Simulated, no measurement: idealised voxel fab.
process module | voxel transistor to metal
cross-section cut | 195 nm wide | cells 5 nm
A cross-section is a grid of square cells, given in bands from the top down. A band is one or more rows of cells.
Each band's line starts with the height of the band's top and of its bottom, in nm. Then come its materials from left to right, each with its width in nm. One material with "throughout" fills the band from edge to edge. "air" is empty space.
Height 0 is the level under which the wafer as received is all one material. The lowest band goes on downwards, as in "0 down".
A width such as "30 to 40" changes by the same amount from each row of cells to the next, from the band's top row to its bottom row.
"no change" after a step means that no cell of the cross-section changed.
closed voids: empty space of 8 cells or more with no open way to the top, each as width x height at its distance from the left edge, in nm
after a step's settings: what the simulator itself notes on the step
overlay nm, on a step with a mask: how far to the right of its planned place the mask lay; to the left if negative
Each pair below shows a cross-section before one step and the cross-section after it, down to the lowest band that changed. The line under each pair gives the step between them, with its settings. The pairs can come from different runs of this module on the same starting wafer, so a pair continues from the pair above only where its "before" says so.
before
  30 to 20: air 80 | SiN 5 | SiCN 30 | SiN 5 | air 75
  20 to 5: air 80 | SiN 5 | polySi 30 | SiN 5 | air 75
  5 to -5: SiO2 40 | SiN 5 | air 35 | SiN 5 | polySi 30 | SiN 5 | air 30 | SiN 5 | SiO2 40
  -5 to -10: SiO2 throughout
  -10 to -25: SiO2 45 | Si 105 | SiO2 45
  -25 down: Si throughout
  closed voids: none
after
  30 to 20: air 80 | SiN 5 | SiCN 30 | SiN 5 | air 75
  20 to 5: air 80 | SiN 5 | polySi 30 | SiN 5 | air 75
  5 to 0: air 40 | SiN 5 | air 35 | SiN 5 | polySi 30 | SiN 5 | air 30 | SiN 5 | air 40
  0 to -5: SiO2 40 | SiN 5 | air 35 | SiN 5 | polySi 30 | SiN 5 | air 30 | SiN 5 | SiO2 40
  -5 to -10: SiO2 45 | air 35 | SiO2 40 | air 30 | SiO2 45
  below -10: unchanged
  closed voids: none
the step between: op DIRECTIONAL_ETCH | etch materials SiO2 | depth nm 5
before: the cross-section after the pair above
after
  30 to 20: air 80 | SiN 5 | SiCN 30 | SiN 5 | air 75
  20 to 5: air 80 | SiN 5 | polySi 30 | SiN 5 | air 75
  5 to 0: air 40 | SiN 5 | air 35 | SiN 5 | polySi 30 | SiN 5 | air 30 | SiN 5 | air 40
  0 to -5: SiO2 40 | SiN 5 | air 35 | SiN 5 | polySi 30 | SiN 5 | air 30 | SiN 5 | SiO2 40
  -5 to -10: SiO2 45 | air 35 | SiO2 40 | air 30 | SiO2 45
  -10 to -15: SiO2 45 | air 35 | Si 40 | air 30 | SiO2 45
  below -15: unchanged
  closed voids: none
the step between: op DIRECTIONAL_ETCH | etch materials Si | depth nm 5
before: the cross-section after the pair above
after
  30 to 20: air 80 | SiN 5 | SiCN 30 | SiN 5 | air 75
  20 to 5: air 80 | SiN 5 | polySi 30 | SiN 5 | air 75
  5 to 0: air 40 | SiN 5 | air 35 | SiN 5 | polySi 30 | SiN 5 | air 30 | SiN 5 | air 40
  0 to -5: SiO2 40 | SiN 5 | air 35 | SiN 5 | polySi 30 | SiN 5 | air 30 | SiN 5 | SiO2 40
  -5 to -10: SiO2 45 | air 30 | pSi 5 | SiO2 40 | pSi 5 | air 25 | SiO2 45
  -10 to -15: SiO2 45 | pSi 35 | Si 40 | pSi 30 | SiO2 45
  below -15: unchanged
  closed voids: none
the step between: op EPI | material pSi | thk nm 5
before: the cross-section after the pair above
after
  35 to 30: SiO2 throughout
  30 to 20: SiO2 80 | SiN 5 | SiCN 30 | SiN 5 | SiO2 75
  20 to 5: SiO2 80 | SiN 5 | polySi 30 | SiN 5 | SiO2 75
  5 to -5: SiO2 40 | SiN 5 | SiO2 35 | SiN 5 | polySi 30 | SiN 5 | SiO2 30 | SiN 5 | SiO2 40
  -5 to -10: SiO2 75 | pSi 5 | SiO2 40 | pSi 5 | SiO2 70
  below -10: unchanged
  closed voids: none
the step between: op FILL_DEP | material SiO2 | thk nm 5
before: the cross-section after the pair above
after
  20 to 5: SiO2 80 | SiN 5 | polySi 30 | SiN 5 | SiO2 75
  below 5: unchanged
  closed voids: none
the step between: op CMP | height nm 20
before: the cross-section after the pair above
after
  20 to 5: SiO2 80 | SiN 5 | air 30 | SiN 5 | SiO2 75
  5 to -5: SiO2 40 | SiN 5 | SiO2 35 | SiN 5 | air 30 | SiN 5 | SiO2 30 | SiN 5 | SiO2 40
  below -5: unchanged
  closed voids: none
the step between: op STRIP | etch materials polySi
before: the cross-section after the pair above
after
  20 to 15: air 80 | SiN 5 | air 30 | SiN 5 | air 75
  15 to 5: SiO2 80 | SiN 5 | air 30 | SiN 5 | SiO2 75
  5 to -5: SiO2 40 | SiN 5 | SiO2 35 | SiN 5 | air 30 | SiN 5 | SiO2 30 | SiN 5 | SiO2 40
  -5 to -10: SiO2 75 | pSi 5 | air 40 | pSi 5 | SiO2 70
  below -10: unchanged
  closed voids: none
the step between: op SELECTIVE_ETCH | etch materials SiO2 | depth nm 5
before: the cross-section after the pair above
after
  25 to 20: air 75 | HfO2 15 | air 20 | HfO2 15 | air 70
  20 to 15: HfO2 80 | SiN 5 | HfO2 5 | air 20 | HfO2 5 | SiN 5 | HfO2 75
  15 to 5: SiO2 80 | SiN 5 | HfO2 5 | air 20 | HfO2 5 | SiN 5 | SiO2 75
  5 to -5: SiO2 40 | SiN 5 | SiO2 35 | SiN 5 | HfO2 5 | air 20 | HfO2 5 | SiN 5 | SiO2 30 | SiN 5 | SiO2 40
  -5 to -10: SiO2 75 | pSi 5 | HfO2 40 | pSi 5 | SiO2 70
  below -10: unchanged
  closed voids: none
the step between: op CONFORMAL_DEP | material HfO2 | thk nm 5
before: the cross-section after the pair above
after
  30 to 25: air 70 | TiN 25 | air 10 | TiN 25 | air 65
  25 to 20: TiN 75 | HfO2 15 | TiN 5 | air 10 | TiN 5 | HfO2 15 | TiN 70
  20 to 15: HfO2 80 | SiN 5 | HfO2 5 | TiN 5 | air 10 | TiN 5 | HfO2 5 | SiN 5 | HfO2 75
  15 to 5: SiO2 80 | SiN 5 | HfO2 5 | TiN 5 | air 10 | TiN 5 | HfO2 5 | SiN 5 | SiO2 75
  5 to 0: SiO2 40 | SiN 5 | SiO2 35 | SiN 5 | HfO2 5 | TiN 5 | air 10 | TiN 5 | HfO2 5 | SiN 5 | SiO2 30 | SiN 5 | SiO2 40
  0 to -5: SiO2 40 | SiN 5 | SiO2 35 | SiN 5 | HfO2 5 | TiN 20 | HfO2 5 | SiN 5 | SiO2 30 | SiN 5 | SiO2 40
  below -5: unchanged
  closed voids: none
the step between: op CONFORMAL_DEP | material TiN | thk nm 5
before: the cross-section after the pair above
after
  35 to 30: W throughout
  30 to 25: W 70 | TiN 25 | W 10 | TiN 25 | W 65
  25 to 20: TiN 75 | HfO2 15 | TiN 5 | W 10 | TiN 5 | HfO2 15 | TiN 70
  20 to 15: HfO2 80 | SiN 5 | HfO2 5 | TiN 5 | W 10 | TiN 5 | HfO2 5 | SiN 5 | HfO2 75
  15 to 5: SiO2 80 | SiN 5 | HfO2 5 | TiN 5 | W 10 | TiN 5 | HfO2 5 | SiN 5 | SiO2 75
  5 to 0: SiO2 40 | SiN 5 | SiO2 35 | SiN 5 | HfO2 5 | TiN 5 | W 10 | TiN 5 | HfO2 5 | SiN 5 | SiO2 30 | SiN 5 | SiO2 40
  below 0: unchanged
  closed voids: none
the step between: op FILL_DEP | material W | thk nm 5
before: the cross-section after the pair above
after
  15 to 5: SiO2 80 | SiN 5 | HfO2 5 | TiN 5 | W 10 | TiN 5 | HfO2 5 | SiN 5 | SiO2 75
  below 5: unchanged
  closed voids: none
the step between: op CMP | height nm 15
before: the cross-section after the pair above
after
  25 to 15: SiO2 throughout
  below 15: unchanged
  closed voids: none
the step between: op DIRECTIONAL_DEP | material SiO2 | thk nm 10
before: the cross-section after the pair above
after
  45 to 25: resist 50 | air 15 | resist 65 | air 15 | resist 50
  below 25: unchanged
  closed voids: none
the step between: op PATTERN | tone open | mask id CONTACT | material resist | width nm 15 | pitch nm 80 | thk nm 20 | overlay nm 0
before: the cross-section after the pair above
after
  45 to 25: resist 50 | air 15 | resist 65 | air 15 | resist 50
  25 to 15: SiO2 50 | air 15 | SiO2 65 | air 15 | SiO2 50
  15 to 5: SiO2 50 | air 15 | SiO2 15 | SiN 5 | HfO2 5 | TiN 5 | W 10 | TiN 5 | HfO2 5 | SiN 5 | SiO2 10 | air 15 | SiO2 50
  5 to 0: SiO2 40 | SiN 5 | SiO2 5 | air 15 | SiO2 15 | SiN 5 | HfO2 5 | TiN 5 | W 10 | TiN 5 | HfO2 5 | SiN 5 | SiO2 10 | air 15 | SiO2 5 | SiN 5 | SiO2 40
  0 to -5: SiO2 40 | SiN 5 | SiO2 5 | air 15 | SiO2 15 | SiN 5 | HfO2 5 | TiN 20 | HfO2 5 | SiN 5 | SiO2 10 | air 15 | SiO2 5 | SiN 5 | SiO2 40
  -5 to -10: SiO2 50 | air 15 | SiO2 10 | pSi 5 | HfO2 40 | pSi 5 | SiO2 5 | air 15 | SiO2 50
  below -10: unchanged
  closed voids: none
the step between: op DIRECTIONAL_ETCH | etch materials SiO2 | depth nm 35
before: the cross-section after the pair above
after
  25 to 15: SiO2 50 | air 15 | SiO2 65 | air 15 | SiO2 50
  below 15: unchanged
  closed voids: none
the step between: op STRIP | etch materials resist
before: the cross-section after the pair above
after
  30 to 25: TiN 55 | air 5 | TiN 75 | air 5 | TiN 55
  25 to 15: SiO2 50 | TiN 5 | air 5 | TiN 5 | SiO2 65 | TiN 5 | air 5 | TiN 5 | SiO2 50
  15 to 5: SiO2 50 | TiN 5 | air 5 | TiN 5 | SiO2 15 | SiN 5 | HfO2 5 | TiN 5 | W 10 | TiN 5 | HfO2 5 | SiN 5 | SiO2 10 | TiN 5 | air 5 | TiN 5 | SiO2 50
  5 to 0: SiO2 40 | SiN 5 | SiO2 5 | TiN 5 | air 5 | TiN 5 | SiO2 15 | SiN 5 | HfO2 5 | TiN 5 | W 10 | TiN 5 | HfO2 5 | SiN 5 | SiO2 10 | TiN 5 | air 5 | TiN 5 | SiO2 5 | SiN 5 | SiO2 40
  0 to -5: SiO2 40 | SiN 5 | SiO2 5 | TiN 5 | air 5 | TiN 5 | SiO2 15 | SiN 5 | HfO2 5 | TiN 20 | HfO2 5 | SiN 5 | SiO2 10 | TiN 5 | air 5 | TiN 5 | SiO2 5 | SiN 5 | SiO2 40
  -5 to -10: SiO2 50 | TiN 15 | SiO2 10 | pSi 5 | HfO2 40 | pSi 5 | SiO2 5 | TiN 15 | SiO2 50
  below -10: unchanged
  closed voids: none
the step between: op CONFORMAL_DEP | material TiN | thk nm 5
before: the cross-section after the pair above
after
  40 to 30: Ru throughout
  30 to 25: TiN 55 | Ru 5 | TiN 75 | Ru 5 | TiN 55
  25 to 15: SiO2 50 | TiN 5 | Ru 5 | TiN 5 | SiO2 65 | TiN 5 | Ru 5 | TiN 5 | SiO2 50
  15 to 5: SiO2 50 | TiN 5 | Ru 5 | TiN 5 | SiO2 15 | SiN 5 | HfO2 5 | TiN 5 | W 10 | TiN 5 | HfO2 5 | SiN 5 | SiO2 10 | TiN 5 | Ru 5 | TiN 5 | SiO2 50
  5 to 0: SiO2 40 | SiN 5 | SiO2 5 | TiN 5 | Ru 5 | TiN 5 | SiO2 15 | SiN 5 | HfO2 5 | TiN 5 | W 10 | TiN 5 | HfO2 5 | SiN 5 | SiO2 10 | TiN 5 | Ru 5 | TiN 5 | SiO2 5 | SiN 5 | SiO2 40
  0 to -5: SiO2 40 | SiN 5 | SiO2 5 | TiN 5 | Ru 5 | TiN 5 | SiO2 15 | SiN 5 | HfO2 5 | TiN 20 | HfO2 5 | SiN 5 | SiO2 10 | TiN 5 | Ru 5 | TiN 5 | SiO2 5 | SiN 5 | SiO2 40
  below -5: unchanged
  closed voids: none
the step between: op FILL_DEP | material Ru | thk nm 10
before: the cross-section after the pair above
after
  25 to 15: SiO2 50 | TiN 5 | Ru 5 | TiN 5 | SiO2 65 | TiN 5 | Ru 5 | TiN 5 | SiO2 50
  below 15: unchanged
  closed voids: none
the step between: op CMP | height nm 25
before: the cross-section after the pair above
after
  30 to 25: TiN throughout
  below 25: unchanged
  closed voids: none
the step between: op DIRECTIONAL_DEP | material TiN | thk nm 5
before: the cross-section after the pair above
after
  55 to 30: Ru throughout
  below 30: unchanged
  closed voids: none
the step between: op DIRECTIONAL_DEP | material Ru | thk nm 25
before: the cross-section after the pair above
after
  55 to 30: air 50 | Ru 15 | air 65 | Ru 15 | air 50
  below 30: unchanged
  closed voids: none
the step between: op MASKED_ETCH | tone cover | mask id METAL_1 | width nm 15 | pitch nm 80 | etch materials Ru | depth nm 25 | overlay nm 0
before: the cross-section after the pair above
after
  55 to 30: air 50 | Ru 15 | air 65 | Ru 15 | air 50
  30 to 25: air 50 | TiN 15 | air 65 | TiN 15 | air 50
  below 25: unchanged
  closed voids: none
the step between: op MASKED_ETCH | tone cover | mask id METAL_1 | width nm 15 | pitch nm 80 | etch materials TiN | depth nm 5 | overlay nm 0
before: the cross-section after the pair above
after
  60 to 55: SiO2 throughout
  55 to 30: SiO2 50 | Ru 15 | SiO2 65 | Ru 15 | SiO2 50
  30 to 25: SiO2 50 | TiN 15 | SiO2 65 | TiN 15 | SiO2 50
  below 25: unchanged
  closed voids: none
the step between: op FILL_DEP | material SiO2 | thk nm 5
before: the cross-section after the pair above
after
  55 to 30: SiO2 50 | Ru 15 | SiO2 65 | Ru 15 | SiO2 50
  below 30: unchanged
  closed voids: none
the step between: op CMP | height nm 55
before: the cross-section after the pair above
after
  60 to 55: SiN throughout
  below 55: unchanged
  closed voids: none
the step between: op CONFORMAL_DEP | material SiN | thk nm 5
before
  55 to 45: aC 40 | air 115 | aC 40
  45 to 40: aC throughout
  40 to 30: SiCN 40 | aC 115 | SiCN 40
  30 to 20: polySi 40 | SiCN 115 | polySi 40
  20 to 5: polySi throughout
  5 to -5: SiO2 40 | polySi 115 | SiO2 40
  -5 to -10: SiO2 throughout
  -10 to -25: SiO2 45 | Si 105 | SiO2 45
  -25 down: Si throughout
  closed voids: none
after
  85 to 55: air 75 | resist 35 | air 85
  55 to 45: aC 40 | air 35 | resist 35 | air 45 | aC 40
  below 45: unchanged
  closed voids: none
the step between: op PATTERN | tone cover | mask id GATE | material resist | width nm 35 | thk nm 30 | overlay nm -5
before: the cross-section after the pair above
after
  70 to 45: air 75 | resist 35 | air 85
  45 to 40: air 75 | aC 35 | air 85
  40 to 30: SiCN 40 | air 35 | aC 35 | air 45 | SiCN 40
  below 30: unchanged
  closed voids: none
the step between: op DIRECTIONAL_ETCH | etch materials aC | depth nm 15
before: the cross-section after the pair above
after
  45 to 40: air 75 | aC 35 | air 85
  below 40: unchanged
  closed voids: none
the step between: op STRIP | etch materials resist
before: the cross-section after the pair above
after
  45 to 30: air 75 | aC 35 | air 85
  30 to 20: polySi 40 | air 35 | SiCN 35 | air 45 | polySi 40
  below 20: unchanged
  closed voids: none
the step between: op DIRECTIONAL_ETCH | etch materials SiCN | depth nm 20
before: the cross-section after the pair above
after
  45 to 30: air 75 | aC 35 | air 85
  30 to 20: air 75 | SiCN 35 | air 85
  20 to 5: air 75 | polySi 35 | air 85
  5 to -5: SiO2 40 | air 35 | polySi 35 | air 45 | SiO2 40
  below -5: unchanged
  closed voids: none
the step between: op DIRECTIONAL_ETCH | etch materials polySi | depth nm 35
before: the cross-section after the pair above
after
  30 to 20: air 75 | SiCN 35 | air 85
  below 20: unchanged
  closed voids: none
the step between: op STRIP | etch materials aC
before: the cross-section after the pair above
after
  35 to 30: air 70 | SiN 45 | air 80
  30 to 20: air 70 | SiN 5 | SiCN 35 | SiN 5 | air 80
  20 to 10: air 70 | SiN 5 | polySi 35 | SiN 5 | air 80
  10 to 5: SiN 45 | air 25 | SiN 5 | polySi 35 | SiN 5 | air 35 | SiN 45
  5 to 0: SiO2 40 | SiN 5 | air 25 | SiN 5 | polySi 35 | SiN 5 | air 35 | SiN 5 | SiO2 40
  0 to -5: SiO2 40 | SiN 35 | polySi 35 | SiN 45 | SiO2 40
  below -5: unchanged
  closed voids: none
the step between: op CONFORMAL_DEP | material SiN | thk nm 5
before: the cross-section after the pair above
after
  30 to 20: air 70 | SiN 5 | SiCN 35 | SiN 5 | air 80
  20 to 5: air 70 | SiN 5 | polySi 35 | SiN 5 | air 80
  5 to -5: SiO2 40 | SiN 5 | air 25 | SiN 5 | polySi 35 | SiN 5 | air 35 | SiN 5 | SiO2 40
  below -5: unchanged
  closed voids: none
the step between: op DIRECTIONAL_ETCH | etch materials SiN | depth nm 5
before: the cross-section after the pair above
after
  30 to 20: air 70 | SiN 5 | SiCN 35 | SiN 5 | air 80
  20 to 5: air 70 | SiN 5 | polySi 35 | SiN 5 | air 80
  5 to 0: air 40 | SiN 5 | air 25 | SiN 5 | polySi 35 | SiN 5 | air 35 | SiN 5 | air 40
  0 to -5: SiO2 40 | SiN 5 | air 25 | SiN 5 | polySi 35 | SiN 5 | air 35 | SiN 5 | SiO2 40
  -5 to -10: SiO2 45 | air 25 | SiO2 45 | air 35 | SiO2 45
  below -10: unchanged
  closed voids: none
the step between: op DIRECTIONAL_ETCH | etch materials SiO2 | depth nm 5
before: the cross-section after the pair above
after
  30 to 20: air 70 | SiN 5 | SiCN 35 | SiN 5 | air 80
  20 to 5: air 70 | SiN 5 | polySi 35 | SiN 5 | air 80
  5 to 0: air 40 | SiN 5 | air 25 | SiN 5 | polySi 35 | SiN 5 | air 35 | SiN 5 | air 40
  0 to -5: SiO2 40 | SiN 5 | air 25 | SiN 5 | polySi 35 | SiN 5 | air 35 | SiN 5 | SiO2 40
  -5 to -10: SiO2 45 | air 25 | SiO2 45 | air 35 | SiO2 45
  -10 to -15: SiO2 45 | air 25 | Si 45 | air 35 | SiO2 45
  below -15: unchanged
  closed voids: none
the step between: op DIRECTIONAL_ETCH | etch materials Si | depth nm 5
before: the cross-section after the pair above
after
  30 to 20: air 70 | SiN 5 | SiCN 35 | SiN 5 | air 80
  20 to 5: air 70 | SiN 5 | polySi 35 | SiN 5 | air 80
  5 to 0: air 40 | SiN 5 | air 25 | SiN 5 | polySi 35 | SiN 5 | air 35 | SiN 5 | air 40
  0 to -5: SiO2 40 | SiN 5 | air 25 | SiN 5 | polySi 35 | SiN 5 | air 35 | SiN 5 | SiO2 40
  -5 to -10: SiO2 45 | air 20 | pSi 5 | SiO2 45 | pSi 5 | air 30 | SiO2 45
  -10 to -15: SiO2 45 | pSi 25 | Si 45 | pSi 35 | SiO2 45
  below -15: unchanged
  closed voids: none
the step between: op EPI | material pSi | thk nm 5
before: the cross-section after the pair above
after
  35 to 30: SiO2 throughout
  30 to 20: SiO2 70 | SiN 5 | SiCN 35 | SiN 5 | SiO2 80
  20 to 5: SiO2 70 | SiN 5 | polySi 35 | SiN 5 | SiO2 80
  5 to -5: SiO2 40 | SiN 5 | SiO2 25 | SiN 5 | polySi 35 | SiN 5 | SiO2 35 | SiN 5 | SiO2 40
  -5 to -10: SiO2 65 | pSi 5 | SiO2 45 | pSi 5 | SiO2 75
  below -10: unchanged
  closed voids: none
the step between: op FILL_DEP | material SiO2 | thk nm 5
before: the cross-section after the pair above
after
  20 to 5: SiO2 70 | SiN 5 | polySi 35 | SiN 5 | SiO2 80
  below 5: unchanged
  closed voids: none
the step between: op CMP | height nm 20
before: the cross-section after the pair above
after
  20 to 5: SiO2 70 | SiN 5 | air 35 | SiN 5 | SiO2 80
  5 to -5: SiO2 40 | SiN 5 | SiO2 25 | SiN 5 | air 35 | SiN 5 | SiO2 35 | SiN 5 | SiO2 40
  below -5: unchanged
  closed voids: none
the step between: op STRIP | etch materials polySi
before: the cross-section after the pair above
after
  20 to 15: air 70 | SiN 5 | air 35 | SiN 5 | air 80
  15 to 5: SiO2 70 | SiN 5 | air 35 | SiN 5 | SiO2 80
  5 to -5: SiO2 40 | SiN 5 | SiO2 25 | SiN 5 | air 35 | SiN 5 | SiO2 35 | SiN 5 | SiO2 40
  -5 to -10: SiO2 65 | pSi 5 | air 45 | pSi 5 | SiO2 75
  below -10: unchanged
  closed voids: none
the step between: op SELECTIVE_ETCH | etch materials SiO2 | depth nm 5
before: the cross-section after the pair above
after
  25 to 20: air 65 | HfO2 15 | air 25 | HfO2 15 | air 75
  20 to 15: HfO2 70 | SiN 5 | HfO2 5 | air 25 | HfO2 5 | SiN 5 | HfO2 80
  15 to 5: SiO2 70 | SiN 5 | HfO2 5 | air 25 | HfO2 5 | SiN 5 | SiO2 80
  5 to -5: SiO2 40 | SiN 5 | SiO2 25 | SiN 5 | HfO2 5 | air 25 | HfO2 5 | SiN 5 | SiO2 35 | SiN 5 | SiO2 40
  -5 to -10: SiO2 65 | pSi 5 | HfO2 45 | pSi 5 | SiO2 75
  below -10: unchanged
  closed voids: none
the step between: op CONFORMAL_DEP | material HfO2 | thk nm 5
before: the cross-section after the pair above
after
  30 to 25: air 60 | TiN 25 | air 15 | TiN 25 | air 70
  25 to 20: TiN 65 | HfO2 15 | TiN 5 | air 15 | TiN 5 | HfO2 15 | TiN 75
  20 to 15: HfO2 70 | SiN 5 | HfO2 5 | TiN 5 | air 15 | TiN 5 | HfO2 5 | SiN 5 | HfO2 80
  15 to 5: SiO2 70 | SiN 5 | HfO2 5 | TiN 5 | air 15 | TiN 5 | HfO2 5 | SiN 5 | SiO2 80
  5 to 0: SiO2 40 | SiN 5 | SiO2 25 | SiN 5 | HfO2 5 | TiN 5 | air 15 | TiN 5 | HfO2 5 | SiN 5 | SiO2 35 | SiN 5 | SiO2 40
  0 to -5: SiO2 40 | SiN 5 | SiO2 25 | SiN 5 | HfO2 5 | TiN 25 | HfO2 5 | SiN 5 | SiO2 35 | SiN 5 | SiO2 40
  below -5: unchanged
  closed voids: none
the step between: op CONFORMAL_DEP | material TiN | thk nm 5
before: the cross-section after the pair above
after
  35 to 30: W throughout
  30 to 25: W 60 | TiN 25 | W 15 | TiN 25 | W 70
  25 to 20: TiN 65 | HfO2 15 | TiN 5 | W 15 | TiN 5 | HfO2 15 | TiN 75
  20 to 15: HfO2 70 | SiN 5 | HfO2 5 | TiN 5 | W 15 | TiN 5 | HfO2 5 | SiN 5 | HfO2 80
  15 to 5: SiO2 70 | SiN 5 | HfO2 5 | TiN 5 | W 15 | TiN 5 | HfO2 5 | SiN 5 | SiO2 80
  5 to 0: SiO2 40 | SiN 5 | SiO2 25 | SiN 5 | HfO2 5 | TiN 5 | W 15 | TiN 5 | HfO2 5 | SiN 5 | SiO2 35 | SiN 5 | SiO2 40
  below 0: unchanged
  closed voids: none
the step between: op FILL_DEP | material W | thk nm 5
before: the cross-section after the pair above
after
  15 to 5: SiO2 70 | SiN 5 | HfO2 5 | TiN 5 | W 15 | TiN 5 | HfO2 5 | SiN 5 | SiO2 80
  below 5: unchanged
  closed voids: none
the step between: op CMP | height nm 15
before: the cross-section after the pair above
after
  25 to 15: SiO2 throughout
  below 15: unchanged
  closed voids: none
the step between: op DIRECTIONAL_DEP | material SiO2 | thk nm 10
before: the cross-section after the pair above
after
  45 to 25: resist 50 | air 15 | resist 65 | air 15 | resist 50
  below 25: unchanged
  closed voids: none
the step between: op PATTERN | tone open | mask id CONTACT | material resist | width nm 15 | pitch nm 80 | thk nm 20 | overlay nm 0
before: the cross-section after the pair above
after
  45 to 25: resist 50 | air 15 | resist 65 | air 15 | resist 50
  25 to 15: SiO2 50 | air 15 | SiO2 65 | air 15 | SiO2 50
  15 to 5: SiO2 50 | air 15 | SiO2 5 | SiN 5 | HfO2 5 | TiN 5 | W 15 | TiN 5 | HfO2 5 | SiN 5 | SiO2 15 | air 15 | SiO2 50
  5 to 0: SiO2 40 | SiN 5 | SiO2 5 | air 15 | SiO2 5 | SiN 5 | HfO2 5 | TiN 5 | W 15 | TiN 5 | HfO2 5 | SiN 5 | SiO2 15 | air 15 | SiO2 5 | SiN 5 | SiO2 40
  0 to -5: SiO2 40 | SiN 5 | SiO2 5 | air 15 | SiO2 5 | SiN 5 | HfO2 5 | TiN 25 | HfO2 5 | SiN 5 | SiO2 15 | air 15 | SiO2 5 | SiN 5 | SiO2 40
  -5 to -10: SiO2 50 | air 15 | pSi 5 | HfO2 45 | pSi 5 | SiO2 10 | air 15 | SiO2 50
  below -10: unchanged
  closed voids: none
the step between: op DIRECTIONAL_ETCH | etch materials SiO2 | depth nm 35
before: the cross-section after the pair above
after
  25 to 15: SiO2 50 | air 15 | SiO2 65 | air 15 | SiO2 50
  below 15: unchanged
  closed voids: none
the step between: op STRIP | etch materials resist
before: the cross-section after the pair above
after
  30 to 25: TiN 55 | air 5 | TiN 75 | air 5 | TiN 55
  25 to 15: SiO2 50 | TiN 5 | air 5 | TiN 5 | SiO2 65 | TiN 5 | air 5 | TiN 5 | SiO2 50
  15 to 5: SiO2 50 | TiN 5 | air 5 | TiN 5 | SiO2 5 | SiN 5 | HfO2 5 | TiN 5 | W 15 | TiN 5 | HfO2 5 | SiN 5 | SiO2 15 | TiN 5 | air 5 | TiN 5 | SiO2 50
  5 to 0: SiO2 40 | SiN 5 | SiO2 5 | TiN 5 | air 5 | TiN 5 | SiO2 5 | SiN 5 | HfO2 5 | TiN 5 | W 15 | TiN 5 | HfO2 5 | SiN 5 | SiO2 15 | TiN 5 | air 5 | TiN 5 | SiO2 5 | SiN 5 | SiO2 40
  0 to -5: SiO2 40 | SiN 5 | SiO2 5 | TiN 5 | air 5 | TiN 5 | SiO2 5 | SiN 5 | HfO2 5 | TiN 25 | HfO2 5 | SiN 5 | SiO2 15 | TiN 5 | air 5 | TiN 5 | SiO2 5 | SiN 5 | SiO2 40
  -5 to -10: SiO2 50 | TiN 15 | pSi 5 | HfO2 45 | pSi 5 | SiO2 10 | TiN 15 | SiO2 50
  below -10: unchanged
  closed voids: none
the step between: op CONFORMAL_DEP | material TiN | thk nm 5
before: the cross-section after the pair above
after
  40 to 30: Ru throughout
  30 to 25: TiN 55 | Ru 5 | TiN 75 | Ru 5 | TiN 55
  25 to 15: SiO2 50 | TiN 5 | Ru 5 | TiN 5 | SiO2 65 | TiN 5 | Ru 5 | TiN 5 | SiO2 50
  15 to 5: SiO2 50 | TiN 5 | Ru 5 | TiN 5 | SiO2 5 | SiN 5 | HfO2 5 | TiN 5 | W 15 | TiN 5 | HfO2 5 | SiN 5 | SiO2 15 | TiN 5 | Ru 5 | TiN 5 | SiO2 50
  5 to 0: SiO2 40 | SiN 5 | SiO2 5 | TiN 5 | Ru 5 | TiN 5 | SiO2 5 | SiN 5 | HfO2 5 | TiN 5 | W 15 | TiN 5 | HfO2 5 | SiN 5 | SiO2 15 | TiN 5 | Ru 5 | TiN 5 | SiO2 5 | SiN 5 | SiO2 40
  0 to -5: SiO2 40 | SiN 5 | SiO2 5 | TiN 5 | Ru 5 | TiN 5 | SiO2 5 | SiN 5 | HfO2 5 | TiN 25 | HfO2 5 | SiN 5 | SiO2 15 | TiN 5 | Ru 5 | TiN 5 | SiO2 5 | SiN 5 | SiO2 40
  below -5: unchanged
  closed voids: none
the step between: op FILL_DEP | material Ru | thk nm 10
before: the cross-section after the pair above
after
  25 to 15: SiO2 50 | TiN 5 | Ru 5 | TiN 5 | SiO2 65 | TiN 5 | Ru 5 | TiN 5 | SiO2 50
  below 15: unchanged
  closed voids: none
the step between: op CMP | height nm 25
before: the cross-section after the pair above
after
  30 to 25: TiN throughout
  below 25: unchanged
  closed voids: none
the step between: op DIRECTIONAL_DEP | material TiN | thk nm 5
before: the cross-section after the pair above
after
  55 to 30: Ru throughout
  below 30: unchanged
  closed voids: none
the step between: op DIRECTIONAL_DEP | material Ru | thk nm 25
before: the cross-section after the pair above
after
  55 to 30: air 50 | Ru 15 | air 65 | Ru 15 | air 50
  below 30: unchanged
  closed voids: none
the step between: op MASKED_ETCH | tone cover | mask id METAL_1 | width nm 15 | pitch nm 80 | etch materials Ru | depth nm 25 | overlay nm 0
before: the cross-section after the pair above
after
  55 to 30: air 50 | Ru 15 | air 65 | Ru 15 | air 50
  30 to 25: air 50 | TiN 15 | air 65 | TiN 15 | air 50
  below 25: unchanged
  closed voids: none
the step between: op MASKED_ETCH | tone cover | mask id METAL_1 | width nm 15 | pitch nm 80 | etch materials TiN | depth nm 5 | overlay nm 0
before: the cross-section after the pair above
after
  60 to 55: SiO2 throughout
  55 to 30: SiO2 50 | Ru 15 | SiO2 65 | Ru 15 | SiO2 50
  30 to 25: SiO2 50 | TiN 15 | SiO2 65 | TiN 15 | SiO2 50
  below 25: unchanged
  closed voids: none
the step between: op FILL_DEP | material SiO2 | thk nm 5
before: the cross-section after the pair above
after
  55 to 30: SiO2 50 | Ru 15 | SiO2 65 | Ru 15 | SiO2 50
  below 30: unchanged
  closed voids: none
the step between: op CMP | height nm 55
before: the cross-section after the pair above
after
  60 to 55: SiN throughout
  below 55: unchanged
  closed voids: none
the step between: op CONFORMAL_DEP | material SiN | thk nm 5
before
  25 to 20: air 70 | HfO2 15 | air 25 | HfO2 15 | air 70
  20 to 15: HfO2 75 | SiN 5 | HfO2 5 | air 25 | HfO2 5 | SiN 5 | HfO2 75
  15 to 5: SiO2 75 | SiN 5 | HfO2 5 | air 25 | HfO2 5 | SiN 5 | SiO2 75
  5 to -5: SiO2 40 | SiN 5 | SiO2 30 | SiN 5 | HfO2 5 | air 25 | HfO2 5 | SiN 5 | SiO2 30 | SiN 5 | SiO2 40
  -5 to -10: SiO2 70 | pSi 5 | HfO2 45 | pSi 5 | SiO2 70
  -10 to -15: SiO2 45 | pSi 30 | Si 45 | pSi 30 | SiO2 45
  -15 to -25: SiO2 45 | Si 105 | SiO2 45
  -25 down: Si throughout
  closed voids: none
after
  30 to 25: air 65 | HfO2 25 | air 15 | HfO2 25 | air 65
  25 to 20: HfO2 90 | air 15 | HfO2 90
  20 to 15: HfO2 75 | SiN 5 | HfO2 10 | air 15 | HfO2 10 | SiN 5 | HfO2 75
  15 to 5: SiO2 75 | SiN 5 | HfO2 10 | air 15 | HfO2 10 | SiN 5 | SiO2 75
  5 to 0: SiO2 40 | SiN 5 | SiO2 30 | SiN 5 | HfO2 10 | air 15 | HfO2 10 | SiN 5 | SiO2 30 | SiN 5 | SiO2 40
  0 to -5: SiO2 40 | SiN 5 | SiO2 30 | SiN 5 | HfO2 35 | SiN 5 | SiO2 30 | SiN 5 | SiO2 40
  below -5: unchanged
  closed voids: none
the step between: op CONFORMAL_DEP | material HfO2 | thk nm 5
